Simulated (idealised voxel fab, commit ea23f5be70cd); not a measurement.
process module | voxel wiring stack
cross-section cut | 300 nm wide | cells 5 nm
A cross-section is a grid of square cells, given in bands from the top down. A band is one or more rows of cells.
Each band's line starts with the height of the band's top and of its bottom, in nm. Then come its materials from left to right, each with its width in nm. One material with "throughout" fills the band from edge to edge. "air" is empty space.
Height 0 is the level under which the wafer as received is all one material. The lowest band goes on downwards, as in "0 down".
A width such as "30 to 40" changes by the same amount from each row of cells to the next, from the band's top row to its bottom row.
"no change" after a step means that no cell of the cross-section changed.
closed voids: empty space of 8 cells or more with no open way to the top, each as width x height at its distance from the left edge, in nm
after a step's settings: what the simulator itself notes on the step
overlay nm, on a step with a mask: how far to the right of its planned place the mask lay; to the left if negative
Each pair below shows a cross-section before one step and the cross-section after it, down to the lowest band that changed. The line under each pair gives the step between them, with its settings. The pairs can come from different runs of this module on the same starting wafer, so a pair continues from the pair above only where its "before" says so.
before
  0 down: Si throughout
  closed voids: none
after
  15 to 0: SiO2 throughout
  below 0: unchanged
  closed voids: none
the step between: op CONFORMAL_DEP | material SiO2 | thk nm 15
before: the cross-section after the pair above
after
  20 to 15: TiN throughout
  below 15: unchanged
  closed voids: none
the step between: op DIRECTIONAL_DEP | material TiN | thk nm 5
before: the cross-section after the pair above
after
  45 to 20: W throughout
  below 20: unchanged
  closed voids: none
the step between: op DIRECTIONAL_DEP | material W | thk nm 25
before: the cross-section after the pair above
after
  60 to 45: aC throughout
  below 45: unchanged
  closed voids: none
the step between: op DIRECTIONAL_DEP | material aC | thk nm 15
before: the cross-section after the pair above
after
  95 to 60: air 85 | resist 30 | air 20 | resist 30 | air 20 | resist 30 | air 85
  below 60: unchanged
  closed voids: none
the step between: op PATTERN | tone cover | mask id METAL_1 | material resist | width nm 30 | pitch nm 50 | thk nm 35 | overlay nm 0
before: the cross-section after the pair above
after
  80 to 60: air 85 | resist 30 | air 20 | resist 30 | air 20 | resist 30 | air 85
  60 to 45: air 85 | aC 30 | air 20 | aC 30 | air 20 | aC 30 | air 85
  below 45: unchanged
  closed voids: none
the step between: op DIRECTIONAL_ETCH | etch materials aC | depth nm 15
before: the cross-section after the pair above
after
  60 to 45: air 85 | aC 30 | air 20 | aC 30 | air 20 | aC 30 | air 85
  below 45: unchanged
  closed voids: none
the step between: op STRIP | etch materials resist
before: the cross-section after the pair above
after
  60 to 45: air 85 | aC 30 | air 20 | aC 30 | air 20 | aC 30 | air 85
  45 to 20: air 85 | W 30 | air 20 | W 30 | air 20 | W 30 | air 85
  below 20: unchanged
  closed voids: none
the step between: op DIRECTIONAL_ETCH | etch materials W | depth nm 25
before: the cross-section after the pair above
after
  60 to 45: air 85 | aC 30 | air 20 | aC 30 | air 20 | aC 30 | air 85
  45 to 20: air 85 | W 30 | air 20 | W 30 | air 20 | W 30 | air 85
  20 to 15: air 85 | TiN 30 | air 20 | TiN 30 | air 20 | TiN 30 | air 85
  below 15: unchanged
  closed voids: none
the step between: op DIRECTIONAL_ETCH | etch materials TiN | depth nm 5
before: the cross-section after the pair above
after
  45 to 20: air 85 | W 30 | air 20 | W 30 | air 20 | W 30 | air 85
  below 20: unchanged
  closed voids: none
the step between: op STRIP | etch materials aC
before: the cross-section after the pair above
after
  50 to 45: air 80 | SiCN 40 | air 10 | SiCN 40 | air 10 | SiCN 40 | air 80
  45 to 20: air 80 | SiCN 5 | W 30 | SiCN 5 | air 10 | SiCN 5 | W 30 | SiCN 5 | air 10 | SiCN 5 | W 30 | SiCN 5 | air 80
  20 to 15: SiCN 85 | TiN 30 | SiCN 20 | TiN 30 | SiCN 20 | TiN 30 | SiCN 85
  below 15: unchanged
  closed voids: none
the step between: op CONFORMAL_DEP | material SiCN | thk nm 5
before: the cross-section after the pair above
after
  60 to 50: lowk throughout
  50 to 45: lowk 80 | SiCN 40 | lowk 10 | SiCN 40 | lowk 10 | SiCN 40 | lowk 80
  45 to 20: lowk 80 | SiCN 5 | W 30 | SiCN 5 | lowk 10 | SiCN 5 | W 30 | SiCN 5 | lowk 10 | SiCN 5 | W 30 | SiCN 5 | lowk 80
  below 20: unchanged
  closed voids: none
the step between: op FILL_DEP | material lowk | thk nm 10
before: the cross-section after the pair above
after
  45 to 20: lowk 80 | SiCN 5 | W 30 | SiCN 5 | lowk 10 | SiCN 5 | W 30 | SiCN 5 | lowk 10 | SiCN 5 | W 30 | SiCN 5 | lowk 80
  below 20: unchanged
  closed voids: none
the step between: op CMP | height nm 45
before: the cross-section after the pair above
after
  50 to 45: SiCN throughout
  below 45: unchanged
  closed voids: none
the step between: op CONFORMAL_DEP | material SiCN | thk nm 5
before: the cross-section after the pair above
after
  65 to 50: SiO2 throughout
  below 50: unchanged
  closed voids: none
the step between: op DIRECTIONAL_DEP | material SiO2 | thk nm 15
before: the cross-section after the pair above
after
  75 to 65: aC throughout
  below 65: unchanged
  closed voids: none
the step between: op DIRECTIONAL_DEP | material aC | thk nm 10
before: the cross-section after the pair above
after
  105 to 75: resist 85 | air 15 | resist 35 | air 15 | resist 35 | air 15 | resist 100
  below 75: unchanged
  closed voids: none
the step between: op PATTERN | tone open | mask id PLUG_1 | material resist | width nm 15 | pitch nm 50 | thk nm 30 | overlay nm 0
before: the cross-section after the pair above
after
  95 to 75: resist 85 | air 15 | resist 35 | air 15 | resist 35 | air 15 | resist 100
  75 to 65: aC 85 | air 15 | aC 35 | air 15 | aC 35 | air 15 | aC 100
  below 65: unchanged
  closed voids: none
the step between: op DIRECTIONAL_ETCH | etch materials aC | depth nm 10
before: the cross-section after the pair above
after
  75 to 65: aC 85 | air 15 | aC 35 | air 15 | aC 35 | air 15 | aC 100
  below 65: unchanged
  closed voids: none
the step between: op STRIP | etch materials resist
before: the cross-section after the pair above
after
  75 to 65: aC 85 | air 15 | aC 35 | air 15 | aC 35 | air 15 | aC 100
  65 to 50: SiO2 85 | air 15 | SiO2 35 | air 15 | SiO2 35 | air 15 | SiO2 100
  below 50: unchanged
  closed voids: none
the step between: op DIRECTIONAL_ETCH | etch materials SiO2 | depth nm 15
before: the cross-section after the pair above
after
  75 to 65: aC 85 | air 15 | aC 35 | air 15 | aC 35 | air 15 | aC 100
  65 to 50: SiO2 85 | air 15 | SiO2 35 | air 15 | SiO2 35 | air 15 | SiO2 100
  50 to 45: SiCN 85 | air 15 | SiCN 35 | air 15 | SiCN 35 | air 15 | SiCN 100
  below 45: unchanged
  closed voids: none
the step between: op DIRECTIONAL_ETCH | etch materials SiCN | depth nm 5
before: the cross-section after the pair above
after
  65 to 50: SiO2 85 | air 15 | SiO2 35 | air 15 | SiO2 35 | air 15 | SiO2 100
  below 50: unchanged
  closed voids: none
the step between: op STRIP | etch materials aC
before: the cross-section after the pair above
after
  65 to 55: SiO2 85 | air 15 | SiO2 35 | air 15 | SiO2 35 | air 15 | SiO2 100
  55 to 50: SiO2 85 | Ru 15 | SiO2 35 | Ru 15 | SiO2 35 | Ru 15 | SiO2 100
  50 to 45: SiCN 85 | Ru 15 | SiCN 35 | Ru 15 | SiCN 35 | Ru 15 | SiCN 100
  below 45: unchanged
  closed voids: none
the step between: op EPI | material Ru | thk nm 10
before: the cross-section after the pair above
after
  65 to 50: SiO2 85 | Ru 15 | SiO2 35 | Ru 15 | SiO2 35 | Ru 15 | SiO2 100
  below 50: unchanged
  closed voids: none
the step between: op EPI | material Ru | thk nm 10
before: the cross-section after the pair above
after
  70 to 65: TiN throughout
  below 65: unchanged
  closed voids: none
the step between: op DIRECTIONAL_DEP | material TiN | thk nm 5
before: the cross-section after the pair above
after
  85 to 70: Ru throughout
  below 70: unchanged
  closed voids: none
the step between: op DIRECTIONAL_DEP | material Ru | thk nm 15
before: the cross-section after the pair above
after
  100 to 85: air 85 | resist 30 | air 20 | resist 30 | air 20 | resist 30 | air 85
  below 85: unchanged
  closed voids: none
the step between: op PATTERN | tone cover | mask id METAL_2 | material resist | width nm 30 | pitch nm 50 | thk nm 15 | overlay nm 0
before: the cross-section after the pair above
after
  100 to 85: air 85 | resist 30 | air 20 | resist 30 | air 20 | resist 30 | air 85
  85 to 70: air 85 | Ru 30 | air 20 | Ru 30 | air 20 | Ru 30 | air 85
  below 70: unchanged
  closed voids: none
the step between: op DIRECTIONAL_ETCH | etch materials Ru | depth nm 15
before: the cross-section after the pair above
after
  100 to 85: air 85 | resist 30 | air 20 | resist 30 | air 20 | resist 30 | air 85
  85 to 70: air 85 | Ru 30 | air 20 | Ru 30 | air 20 | Ru 30 | air 85
  70 to 65: air 85 | TiN 30 | air 20 | TiN 30 | air 20 | TiN 30 | air 85
  below 65: unchanged
  closed voids: none
the step between: op DIRECTIONAL_ETCH | etch materials TiN | depth nm 5
before: the cross-section after the pair above
after
  85 to 70: air 85 | Ru 30 | air 20 | Ru 30 | air 20 | Ru 30 | air 85
  below 70: unchanged
  closed voids: none
the step between: op STRIP | etch materials resist
before: the cross-section after the pair above
after
  90 to 85: air 80 | SiN 40 | air 10 | SiN 40 | air 10 | SiN 40 | air 80
  85 to 70: air 80 | SiN 5 | Ru 30 | SiN 5 | air 10 | SiN 5 | Ru 30 | SiN 5 | air 10 | SiN 5 | Ru 30 | SiN 5 | air 80
  70 to 65: SiN 85 | TiN 30 | SiN 20 | TiN 30 | SiN 20 | TiN 30 | SiN 85
  below 65: unchanged
  closed voids: none
the step between: op CONFORMAL_DEP | material SiN | thk nm 5
before: the cross-section after the pair above
after
  100 to 90: lowk throughout
  90 to 85: lowk 80 | SiN 40 | lowk 10 | SiN 40 | lowk 10 | SiN 40 | lowk 80
  85 to 70: lowk 80 | SiN 5 | Ru 30 | SiN 5 | lowk 10 | SiN 5 | Ru 30 | SiN 5 | lowk 10 | SiN 5 | Ru 30 | SiN 5 | lowk 80
  below 70: unchanged
  closed voids: none
the step between: op FILL_DEP | material lowk | thk nm 10
before: the cross-section after the pair above
after
  85 to 70: lowk 80 | SiN 5 | Ru 30 | SiN 5 | lowk 10 | SiN 5 | Ru 30 | SiN 5 | lowk 10 | SiN 5 | Ru 30 | SiN 5 | lowk 80
  below 70: unchanged
  closed voids: none
the step between: op CMP | height nm 85
before: the cross-section after the pair above
after
  90 to 85: SiN throughout
  below 85: unchanged
  closed voids: none
the step between: op CONFORMAL_DEP | material SiN | thk nm 5
before
  65 to 50: SiO2 85 | Ru 15 | SiO2 35 | Ru 15 | SiO2 35 | Ru 15 | SiO2 100
  50 to 45: SiCN 85 | Ru 15 | SiCN 35 | Ru 15 | SiCN 35 | Ru 15 | SiCN 100
  45 to 20: lowk 80 | SiCN 5 | W 30 | SiCN 5 | lowk 10 | SiCN 5 | W 30 | SiCN 5 | lowk 10 | SiCN 5 | W 30 | SiCN 5 | lowk 80
  20 to 15: SiCN 85 | TiN 30 | SiCN 20 | TiN 30 | SiCN 20 | TiN 30 | SiCN 85
  15 to 0: SiO2 throughout
  0 down: Si throughout
  closed voids: none
after
  80 to 65: Ru throughout
  below 65: unchanged
  closed voids: none
the step between: op DIRECTIONAL_DEP | material Ru | thk nm 15
before: the cross-section after the pair above
after
  95 to 80: air 85 | resist 30 | air 20 | resist 30 | air 20 | resist 30 | air 85
  below 80: unchanged
  closed voids: none
the step between: op PATTERN | tone cover | mask id METAL_2 | material resist | width nm 30 | pitch nm 50 | thk nm 15 | overlay nm 0
before: the cross-section after the pair above
after
  95 to 80: air 85 | resist 30 | air 20 | resist 30 | air 20 | resist 30 | air 85
  80 to 65: air 85 | Ru 30 | air 20 | Ru 30 | air 20 | Ru 30 | air 85
  below 65: unchanged
  closed voids: none
the step between: op DIRECTIONAL_ETCH | etch materials Ru | depth nm 15
before: the cross-section after the pair above
after
  80 to 65: air 85 | Ru 30 | air 20 | Ru 30 | air 20 | Ru 30 | air 85
  below 65: unchanged
  closed voids: none
the step between: op STRIP | etch materials resist
before: the cross-section after the pair above
after
  85 to 80: air 80 | SiN 40 | air 10 | SiN 40 | air 10 | SiN 40 | air 80
  80 to 70: air 80 | SiN 5 | Ru 30 | SiN 5 | air 10 | SiN 5 | Ru 30 | SiN 5 | air 10 | SiN 5 | Ru 30 | SiN 5 | air 80
  70 to 65: SiN 85 | Ru 30 | SiN 20 | Ru 30 | SiN 20 | Ru 30 | SiN 85
  below 65: unchanged
  closed voids: none
the step between: op CONFORMAL_DEP | material SiN | thk nm 5
before: the cross-section after the pair above
after
  95 to 85: lowk throughout
  85 to 80: lowk 80 | SiN 40 | lowk 10 | SiN 40 | lowk 10 | SiN 40 | lowk 80
  80 to 70: lowk 80 | SiN 5 | Ru 30 | SiN 5 | lowk 10 | SiN 5 | Ru 30 | SiN 5 | lowk 10 | SiN 5 | Ru 30 | SiN 5 | lowk 80
  below 70: unchanged
  closed voids: none
the step between: op FILL_DEP | material lowk | thk nm 10
before: the cross-section after the pair above
after
  85 to 80: lowk 80 | SiN 40 | lowk 10 | SiN 40 | lowk 10 | SiN 40 | lowk 80
  below 80: unchanged
  closed voids: none
the step between: op CMP | height nm 85
before: the cross-section after the pair above
after
  90 to 85: SiN throughout
  below 85: unchanged
  closed voids: none
the step between: op CONFORMAL_DEP | material SiN | thk nm 5
before
  15 to 0: SiO2 throughout
  0 down: Si throughout
  closed voids: none
after
  30 to 0: SiO2 throughout
  below 0: unchanged
  closed voids: none
the step between: op CONFORMAL_DEP | material SiO2 | thk nm 15
before: the cross-section after the pair above
after
  35 to 30: TiN throughout
  below 30: unchanged
  closed voids: none
the step between: op DIRECTIONAL_DEP | material TiN | thk nm 5
before: the cross-section after the pair above
after
  60 to 35: W throughout
  below 35: unchanged
  closed voids: none
the step between: op DIRECTIONAL_DEP | material W | thk nm 25
before: the cross-section after the pair above
after
  75 to 60: aC throughout
  below 60: unchanged
  closed voids: none
the step between: op DIRECTIONAL_DEP | material aC | thk nm 15
before: the cross-section after the pair above
after
  110 to 75: air 85 | resist 30 | air 20 | resist 30 | air 20 | resist 30 | air 85
  below 75: unchanged
  closed voids: none
the step between: op PATTERN | tone cover | mask id METAL_1 | material resist | width nm 30 | pitch nm 50 | thk nm 35 | overlay nm 0
before: the cross-section after the pair above
after
  95 to 75: air 85 | resist 30 | air 20 | resist 30 | air 20 | resist 30 | air 85
  75 to 60: air 85 | aC 30 | air 20 | aC 30 | air 20 | aC 30 | air 85
  below 60: unchanged
  closed voids: none
the step between: op DIRECTIONAL_ETCH | etch materials aC | depth nm 15
before: the cross-section after the pair above
after
  75 to 60: air 85 | aC 30 | air 20 | aC 30 | air 20 | aC 30 | air 85
  below 60: unchanged
  closed voids: none
the step between: op STRIP | etch materials resist
before: the cross-section after the pair above
after
  75 to 60: air 85 | aC 30 | air 20 | aC 30 | air 20 | aC 30 | air 85
  60 to 35: air 85 | W 30 | air 20 | W 30 | air 20 | W 30 | air 85
  below 35: unchanged
  closed voids: none
the step between: op DIRECTIONAL_ETCH | etch materials W | depth nm 25
before: the cross-section after the pair above
after
  75 to 60: air 85 | aC 30 | air 20 | aC 30 | air 20 | aC 30 | air 85
  60 to 35: air 85 | W 30 | air 20 | W 30 | air 20 | W 30 | air 85
  35 to 30: air 85 | TiN 30 | air 20 | TiN 30 | air 20 | TiN 30 | air 85
  below 30: unchanged
  closed voids: none
the step between: op DIRECTIONAL_ETCH | etch materials TiN | depth nm 5
before: the cross-section after the pair above
after
  60 to 35: air 85 | W 30 | air 20 | W 30 | air 20 | W 30 | air 85
  below 35: unchanged
  closed voids: none
the step between: op STRIP | etch materials aC
before: the cross-section after the pair above
after
  65 to 60: air 80 | SiCN 40 | air 10 | SiCN 40 | air 10 | SiCN 40 | air 80
  60 to 35: air 80 | SiCN 5 | W 30 | SiCN 5 | air 10 | SiCN 5 | W 30 | SiCN 5 | air 10 | SiCN 5 | W 30 | SiCN 5 | air 80
  35 to 30: SiCN 85 | TiN 30 | SiCN 20 | TiN 30 | SiCN 20 | TiN 30 | SiCN 85
  below 30: unchanged
  closed voids: none
the step between: op CONFORMAL_DEP | material SiCN | thk nm 5
before: the cross-section after the pair above
after
  75 to 65: lowk throughout
  65 to 60: lowk 80 | SiCN 40 | lowk 10 | SiCN 40 | lowk 10 | SiCN 40 | lowk 80
  60 to 35: lowk 80 | SiCN 5 | W 30 | SiCN 5 | lowk 10 | SiCN 5 | W 30 | SiCN 5 | lowk 10 | SiCN 5 | W 30 | SiCN 5 | lowk 80
  below 35: unchanged
  closed voids: none
the step between: op FILL_DEP | material lowk | thk nm 10
before: the cross-section after the pair above
after
  45 to 35: lowk 80 | SiCN 5 | W 30 | SiCN 5 | lowk 10 | SiCN 5 | W 30 | SiCN 5 | lowk 10 | SiCN 5 | W 30 | SiCN 5 | lowk 80
  below 35: unchanged
  closed voids: none
the step between: op CMP | height nm 45
before: the cross-section after the pair above
after
  50 to 45: SiCN throughout
  below 45: unchanged
  closed voids: none
the step between: op CONFORMAL_DEP | material SiCN | thk nm 5
before: the cross-section after the pair above
after
  65 to 50: SiO2 throughout
  below 50: unchanged
  closed voids: none
the step between: op DIRECTIONAL_DEP | material SiO2 | thk nm 15
before: the cross-section after the pair above
after
  75 to 65: aC throughout
  below 65: unchanged
  closed voids: none
the step between: op DIRECTIONAL_DEP | material aC | thk nm 10
before: the cross-section after the pair above
after
  105 to 75: resist 85 | air 15 | resist 35 | air 15 | resist 35 | air 15 | resist 100
  below 75: unchanged
  closed voids: none
the step between: op PATTERN | tone open | mask id PLUG_1 | material resist | width nm 15 | pitch nm 50 | thk nm 30 | overlay nm 0
before: the cross-section after the pair above
after
  95 to 75: resist 85 | air 15 | resist 35 | air 15 | resist 35 | air 15 | resist 100
  75 to 65: aC 85 | air 15 | aC 35 | air 15 | aC 35 | air 15 | aC 100
  below 65: unchanged
  closed voids: none
the step between: op DIRECTIONAL_ETCH | etch materials aC | depth nm 10
before: the cross-section after the pair above
after
  75 to 65: aC 85 | air 15 | aC 35 | air 15 | aC 35 | air 15 | aC 100
  below 65: unchanged
  closed voids: none
the step between: op STRIP | etch materials resist
before: the cross-section after the pair above
after
  75 to 65: aC 85 | air 15 | aC 35 | air 15 | aC 35 | air 15 | aC 100
  65 to 50: SiO2 85 | air 15 | SiO2 35 | air 15 | SiO2 35 | air 15 | SiO2 100
  below 50: unchanged
  closed voids: none
the step between: op DIRECTIONAL_ETCH | etch materials SiO2 | depth nm 15
before: the cross-section after the pair above
after
  75 to 65: aC 85 | air 15 | aC 35 | air 15 | aC 35 | air 15 | aC 100
  65 to 50: SiO2 85 | air 15 | SiO2 35 | air 15 | SiO2 35 | air 15 | SiO2 100
  50 to 45: SiCN 85 | air 15 | SiCN 35 | air 15 | SiCN 35 | air 15 | SiCN 100
  below 45: unchanged
  closed voids: none
the step between: op DIRECTIONAL_ETCH | etch materials SiCN | depth nm 5
before: the cross-section after the pair above
after
  65 to 50: SiO2 85 | air 15 | SiO2 35 | air 15 | SiO2 35 | air 15 | SiO2 100
  below 50: unchanged
  closed voids: none
the step between: op STRIP | etch materials aC
before: the cross-section after the pair above
after
  65 to 55: SiO2 85 | air 15 | SiO2 35 | air 15 | SiO2 35 | air 15 | SiO2 100
  55 to 50: SiO2 85 | Ru 15 | SiO2 35 | Ru 15 | SiO2 35 | Ru 15 | SiO2 100
  50 to 45: SiCN 85 | Ru 15 | SiCN 35 | Ru 15 | SiCN 35 | Ru 15 | SiCN 100
  below 45: unchanged
  closed voids: none
the step between: op EPI | material Ru | thk nm 10
before: the cross-section after the pair above
after
  65 to 50: SiO2 85 | Ru 15 | SiO2 35 | Ru 15 | SiO2 35 | Ru 15 | SiO2 100
  below 50: unchanged
  closed voids: none
the step between: op EPI | material Ru | thk nm 10
before: the cross-section after the pair above
after
  70 to 65: TiN throughout
  below 65: unchanged
  closed voids: none
the step between: op DIRECTIONAL_DEP | material TiN | thk nm 5
before: the cross-section after the pair above
after
  85 to 70: Ru throughout
  below 70: unchanged
  closed voids: none
the step between: op DIRECTIONAL_DEP | material Ru | thk nm 15
before: the cross-section after the pair above
after
  100 to 85: air 85 | resist 30 | air 20 | resist 30 | air 20 | resist 30 | air 85
  below 85: unchanged
  closed voids: none
the step between: op PATTERN | tone cover | mask id METAL_2 | material resist | width nm 30 | pitch nm 50 | thk nm 15 | overlay nm 0
before: the cross-section after the pair above
after
  100 to 85: air 85 | resist 30 | air 20 | resist 30 | air 20 | resist 30 | air 85
  85 to 70: air 85 | Ru 30 | air 20 | Ru 30 | air 20 | Ru 30 | air 85
  below 70: unchanged
  closed voids: none
the step between: op DIRECTIONAL_ETCH | etch materials Ru | depth nm 15
before: the cross-section after the pair above
after
  100 to 85: air 85 | resist 30 | air 20 | resist 30 | air 20 | resist 30 | air 85
  85 to 70: air 85 | Ru 30 | air 20 | Ru 30 | air 20 | Ru 30 | air 85
  70 to 65: air 85 | TiN 30 | air 20 | TiN 30 | air 20 | TiN 30 | air 85
  below 65: unchanged
  closed voids: none
the step between: op DIRECTIONAL_ETCH | etch materials TiN | depth nm 5
before: the cross-section after the pair above
after
  85 to 70: air 85 | Ru 30 | air 20 | Ru 30 | air 20 | Ru 30 | air 85
  below 70: unchanged
  closed voids: none
the step between: op STRIP | etch materials resist
before: the cross-section after the pair above
after
  90 to 85: air 80 | SiN 40 | air 10 | SiN 40 | air 10 | SiN 40 | air 80
  85 to 70: air 80 | SiN 5 | Ru 30 | SiN 5 | air 10 | SiN 5 | Ru 30 | SiN 5 | air 10 | SiN 5 | Ru 30 | SiN 5 | air 80
  70 to 65: SiN 85 | TiN 30 | SiN 20 | TiN 30 | SiN 20 | TiN 30 | SiN 85
  below 65: unchanged
  closed voids: none
the step between: op CONFORMAL_DEP | material SiN | thk nm 5
before: the cross-section after the pair above
after
  100 to 90: lowk throughout
  90 to 85: lowk 80 | SiN 40 | lowk 10 | SiN 40 | lowk 10 | SiN 40 | lowk 80
  85 to 70: lowk 80 | SiN 5 | Ru 30 | SiN 5 | lowk 10 | SiN 5 | Ru 30 | SiN 5 | lowk 10 | SiN 5 | Ru 30 | SiN 5 | lowk 80
  below 70: unchanged
  closed voids: none
the step between: op FILL_DEP | material lowk | thk nm 10
before: the cross-section after the pair above
after
  85 to 70: lowk 80 | SiN 5 | Ru 30 | SiN 5 | lowk 10 | SiN 5 | Ru 30 | SiN 5 | lowk 10 | SiN 5 | Ru 30 | SiN 5 | lowk 80
  below 70: unchanged
  closed voids: none
the step between: op CMP | height nm 85
before: the cross-section after the pair above
after
  90 to 85: SiN throughout
  below 85: unchanged
  closed voids: none
the step between: op CONFORMAL_DEP | material SiN | thk nm 5
before
  15 to 0: SiO2 throughout
  0 down: Si throughout
  closed voids: none
after
  40 to 15: W throughout
  below 15: unchanged
  closed voids: none
the step between: op DIRECTIONAL_DEP | material W | thk nm 25
before: the cross-section after the pair above
after
  45 to 40: TiN throughout
  below 40: unchanged
  closed voids: none
the step between: op DIRECTIONAL_DEP | material TiN | thk nm 5
before: the cross-section after the pair above
after
  60 to 45: aC throughout
  below 45: unchanged
  closed voids: none
the step between: op DIRECTIONAL_DEP | material aC | thk nm 15
before: the cross-section after the pair above
after
  95 to 60: air 85 | resist 30 | air 20 | resist 30 | air 20 | resist 30 | air 85
  below 60: unchanged
  closed voids: none
the step between: op PATTERN | tone cover | mask id METAL_1 | material resist | width nm 30 | pitch nm 50 | thk nm 35 | overlay nm 0
before: the cross-section after the pair above
after
  80 to 60: air 85 | resist 30 | air 20 | resist 30 | air 20 | resist 30 | air 85
  60 to 45: air 85 | aC 30 | air 20 | aC 30 | air 20 | aC 30 | air 85
  below 45: unchanged
  closed voids: none
the step between: op DIRECTIONAL_ETCH | etch materials aC | depth nm 15
before: the cross-section after the pair above
after
  60 to 45: air 85 | aC 30 | air 20 | aC 30 | air 20 | aC 30 | air 85
  below 45: unchanged
  closed voids: none
the step between: op STRIP | etch materials resist
before: the cross-section after the pair above
after
  60 to 45: air 85 | aC 30 | air 20 | aC 30 | air 20 | aC 30 | air 85
  45 to 40: air 85 | TiN 30 | air 20 | TiN 30 | air 20 | TiN 30 | air 85
  below 40: unchanged
  closed voids: none
the step between: op DIRECTIONAL_ETCH | etch materials TiN | depth nm 5
before: the cross-section after the pair above
after
  45 to 40: air 85 | TiN 30 | air 20 | TiN 30 | air 20 | TiN 30 | air 85
  below 40: unchanged
  closed voids: none
the step between: op STRIP | etch materials aC
before: the cross-section after the pair above
after
  50 to 45: air 80 | SiCN 40 | air 10 | SiCN 40 | air 10 | SiCN 40 | air 80
  45 to 40: SiCN 85 | TiN 30 | SiCN 20 | TiN 30 | SiCN 20 | TiN 30 | SiCN 85
  below 40: unchanged
  closed voids: none
the step between: op CONFORMAL_DEP | material SiCN | thk nm 5
before: the cross-section after the pair above
after
  60 to 50: lowk throughout
  50 to 45: lowk 80 | SiCN 40 | lowk 10 | SiCN 40 | lowk 10 | SiCN 40 | lowk 80
  below 45: unchanged
  closed voids: none
the step between: op FILL_DEP | material lowk | thk nm 10
before: the cross-section after the pair above
after
  45 to 40: SiCN 85 | TiN 30 | SiCN 20 | TiN 30 | SiCN 20 | TiN 30 | SiCN 85
  below 40: unchanged
  closed voids: none
the step between: op CMP | height nm 45
before: the cross-section after the pair above
after
  50 to 45: SiCN throughout
  below 45: unchanged
  closed voids: none
the step between: op CONFORMAL_DEP | material SiCN | thk nm 5
before: the cross-section after the pair above
after
  65 to 50: SiO2 throughout
  below 50: unchanged
  closed voids: none
the step between: op DIRECTIONAL_DEP | material SiO2 | thk nm 15
before: the cross-section after the pair above
after
  75 to 65: aC throughout
  below 65: unchanged
  closed voids: none
the step between: op DIRECTIONAL_DEP | material aC | thk nm 10
before: the cross-section after the pair above
after
  105 to 75: resist 85 | air 15 | resist 35 | air 15 | resist 35 | air 15 | resist 100
  below 75: unchanged
  closed voids: none
the step between: op PATTERN | tone open | mask id PLUG_1 | material resist | width nm 15 | pitch nm 50 | thk nm 30 | overlay nm 0
before: the cross-section after the pair above
after
  95 to 75: resist 85 | air 15 | resist 35 | air 15 | resist 35 | air 15 | resist 100
  75 to 65: aC 85 | air 15 | aC 35 | air 15 | aC 35 | air 15 | aC 100
  below 65: unchanged
  closed voids: none
the step between: op DIRECTIONAL_ETCH | etch materials aC | depth nm 10
before: the cross-section after the pair above
after
  75 to 65: aC 85 | air 15 | aC 35 | air 15 | aC 35 | air 15 | aC 100
  below 65: unchanged
  closed voids: none
the step between: op STRIP | etch materials resist
before: the cross-section after the pair above
after
  75 to 65: aC 85 | air 15 | aC 35 | air 15 | aC 35 | air 15 | aC 100
  65 to 50: SiO2 85 | air 15 | SiO2 35 | air 15 | SiO2 35 | air 15 | SiO2 100
  below 50: unchanged
  closed voids: none
the step between: op DIRECTIONAL_ETCH | etch materials SiO2 | depth nm 15
before: the cross-section after the pair above
after
  75 to 65: aC 85 | air 15 | aC 35 | air 15 | aC 35 | air 15 | aC 100
  65 to 50: SiO2 85 | air 15 | SiO2 35 | air 15 | SiO2 35 | air 15 | SiO2 100
  50 to 45: SiCN 85 | air 15 | SiCN 35 | air 15 | SiCN 35 | air 15 | SiCN 100
  below 45: unchanged
  closed voids: none
the step between: op DIRECTIONAL_ETCH | etch materials SiCN | depth nm 5
before: the cross-section after the pair above
after
  65 to 50: SiO2 85 | air 15 | SiO2 35 | air 15 | SiO2 35 | air 15 | SiO2 100
  below 50: unchanged
  closed voids: none
the step between: op STRIP | etch materials aC
before: the cross-section after the pair above
after
  65 to 55: SiO2 85 | air 15 | SiO2 35 | air 15 | SiO2 35 | air 15 | SiO2 100
  55 to 50: SiO2 85 | Ru 15 | SiO2 35 | Ru 15 | SiO2 35 | Ru 15 | SiO2 100
  50 to 45: SiCN 85 | Ru 15 | SiCN 35 | Ru 15 | SiCN 35 | Ru 15 | SiCN 100
  below 45: unchanged
  closed voids: none
the step between: op EPI | material Ru | thk nm 10
before: the cross-section after the pair above
after
  65 to 50: SiO2 85 | Ru 15 | SiO2 35 | Ru 15 | SiO2 35 | Ru 15 | SiO2 100
  below 50: unchanged
  closed voids: none
the step between: op EPI | material Ru | thk nm 10
before: the cross-section after the pair above
after
  70 to 65: TiN throughout
  below 65: unchanged
  closed voids: none
the step between: op DIRECTIONAL_DEP | material TiN | thk nm 5
before: the cross-section after the pair above
after
  85 to 70: Ru throughout
  below 70: unchanged
  closed voids: none
the step between: op DIRECTIONAL_DEP | material Ru | thk nm 15
before: the cross-section after the pair above
after
  100 to 85: air 85 | resist 30 | air 20 | resist 30 | air 20 | resist 30 | air 85
  below 85: unchanged
  closed voids: none
the step between: op PATTERN | tone cover | mask id METAL_2 | material resist | width nm 30 | pitch nm 50 | thk nm 15 | overlay nm 0
before: the cross-section after the pair above
after
  100 to 85: air 85 | resist 30 | air 20 | resist 30 | air 20 | resist 30 | air 85
  85 to 70: air 85 | Ru 30 | air 20 | Ru 30 | air 20 | Ru 30 | air 85
  below 70: unchanged
  closed voids: none
the step between: op DIRECTIONAL_ETCH | etch materials Ru | depth nm 15
before: the cross-section after the pair above
after
  100 to 85: air 85 | resist 30 | air 20 | resist 30 | air 20 | resist 30 | air 85
  85 to 70: air 85 | Ru 30 | air 20 | Ru 30 | air 20 | Ru 30 | air 85
  70 to 65: air 85 | TiN 30 | air 20 | TiN 30 | air 20 | TiN 30 | air 85
  below 65: unchanged
  closed voids: none
the step between: op DIRECTIONAL_ETCH | etch materials TiN | depth nm 5
before: the cross-section after the pair above
after
  85 to 70: air 85 | Ru 30 | air 20 | Ru 30 | air 20 | Ru 30 | air 85
  below 70: unchanged
  closed voids: none
the step between: op STRIP | etch materials resist
before: the cross-section after the pair above
after
  90 to 85: air 80 | SiN 40 | air 10 | SiN 40 | air 10 | SiN 40 | air 80
  85 to 70: air 80 | SiN 5 | Ru 30 | SiN 5 | air 10 | SiN 5 | Ru 30 | SiN 5 | air 10 | SiN 5 | Ru 30 | SiN 5 | air 80
  70 to 65: SiN 85 | TiN 30 | SiN 20 | TiN 30 | SiN 20 | TiN 30 | SiN 85
  below 65: unchanged
  closed voids: none
the step between: op CONFORMAL_DEP | material SiN | thk nm 5
before: the cross-section after the pair above
after
  100 to 90: lowk throughout
  90 to 85: lowk 80 | SiN 40 | lowk 10 | SiN 40 | lowk 10 | SiN 40 | lowk 80
  85 to 70: lowk 80 | SiN 5 | Ru 30 | SiN 5 | lowk 10 | SiN 5 | Ru 30 | SiN 5 | lowk 10 | SiN 5 | Ru 30 | SiN 5 | lowk 80
  below 70: unchanged
  closed voids: none
the step between: op FILL_DEP | material lowk | thk nm 10
